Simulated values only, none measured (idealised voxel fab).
Process module under the name voxel self aligned vias
The width of the displayed cross-section, cut, is 180 nm; its cells are square, with a size of 5 nm.
Cross-section layout: square cells on a grid; listed as bands, top to bottom; a band spans one or more cell rows.
A band entry consists of two parts. The first gives the height of the band's top and the height of its bottom, in nm. The rest lists the band's materials from left to right, each with its width in nm. A single material labelled with the word "throughout" fills the band from edge to edge, and the word "empty" marks empty space.
It should be noted that heights are counted from 0, beneath which the wafer as supplied is of one material throughout, and that the lowest band possesses no lower boundary but continues downward, as written in "0 -> down".
Top row gets the first number, bottom row gets the second, and each row in between changes by the same step: that is how a band width like "30 to 40" works.
Where a step carries "nothing was modified", the cross-section came out of it unchanged, cell for cell.
Reported under the label "Sealed void listing" are the empty spaces having no open way to the top and comprising 8 cells or more; the notation for each is width x height at distance, in which the distance is measured from the left edge and all three values are in nm.
The remark found on a step's line after its settings is issued by the simulator itself and pertains to that step.
overlay nm: where the mask lay relative to plan, measured to the right, on steps with a mask; negatives go left.

Steps planned for the process
1 op RECEIVE | material Si
2 op CONFORMAL_DEP | material SiO2 | thk nm 10
3 op CONFORMAL_DEP | material SiCN | thk nm 5
4 op DIRECTIONAL_DEP | material lowk | thk nm 25
5 op DIRECTIONAL_DEP | material aC | thk nm 15
6 op PATTERN | tone open | mask id LINES | material resist | width nm 30 | pitch nm 55 | thk nm 30 | overlay nm 0
7 op DIRECTIONAL_ETCH | etch materials aC | depth nm 15
8 op STRIP | etch materials resist
9 op DIRECTIONAL_ETCH | etch materials lowk | depth nm 25
10 op STRIP | etch materials aC
11 op CONFORMAL_DEP | material TiN | thk nm 5
12 op FILL_DEP | material Ru | thk nm 5
13 op CMP | height nm 40
14 op SELECTIVE_ETCH | etch materials W Ru TiN | depth nm 10
15 op FILL_DEP | material SiN | thk nm 5
16 op CMP | height nm 40
17 op DIRECTIONAL_DEP | material lowk | thk nm 20
18 op DIRECTIONAL_DEP | material aC | thk nm 10
19 op PATTERN | tone open | mask id VIAS | material resist | width nm 40 | pitch nm 55 | thk nm 30 | overlay nm 0
20 op DIRECTIONAL_ETCH | etch materials aC | depth nm 10
21 op STRIP | etch materials resist
22 op DIRECTIONAL_ETCH | etch materials lowk | depth nm 20
23 op DIRECTIONAL_ETCH | etch materials SiN | depth nm 10
24 op STRIP | etch materials aC
25 op CONFORMAL_DEP | material TiN | thk nm 5
26 op FILL_DEP | material Cu | thk nm 5
27 op CMP | height nm 60
28 op CONFORMAL_DEP | material SiCN | thk nm 5

Cross-section of the wafer at receipt, which is the condition after step 1
0 -> down  Si throughout
Sealed void listing: none

End-of-module cross-section. Starting structure and process plan as above; one mistake made in running it
65 -> 60  SiCN throughout
60 -> 35  lowk 40 nm, TiN 5 nm, Cu 30 nm, TiN 5 nm, lowk 15 nm, TiN 5 nm, Cu 30 nm, TiN 5 nm, lowk 45 nm
35 -> 30  lowk 40 nm, TiN 40 nm, lowk 15 nm, TiN 40 nm, lowk 45 nm
30 -> 20  lowk 40 nm, TiN 10 nm, Ru 20 nm, TiN 10 nm, lowk 15 nm, TiN 10 nm, Ru 20 nm, TiN 10 nm, lowk 45 nm
20 -> 15  lowk 45 nm, TiN 30 nm, lowk 25 nm, TiN 30 nm, lowk 50 nm
15 -> 10  SiCN throughout
10 -> 0  SiO2 throughout
0 -> down  Si throughout
Sealed void listing: none
In executing the process, a mistake was made relative to the plan: heads up, step 22 of the plan got done twice
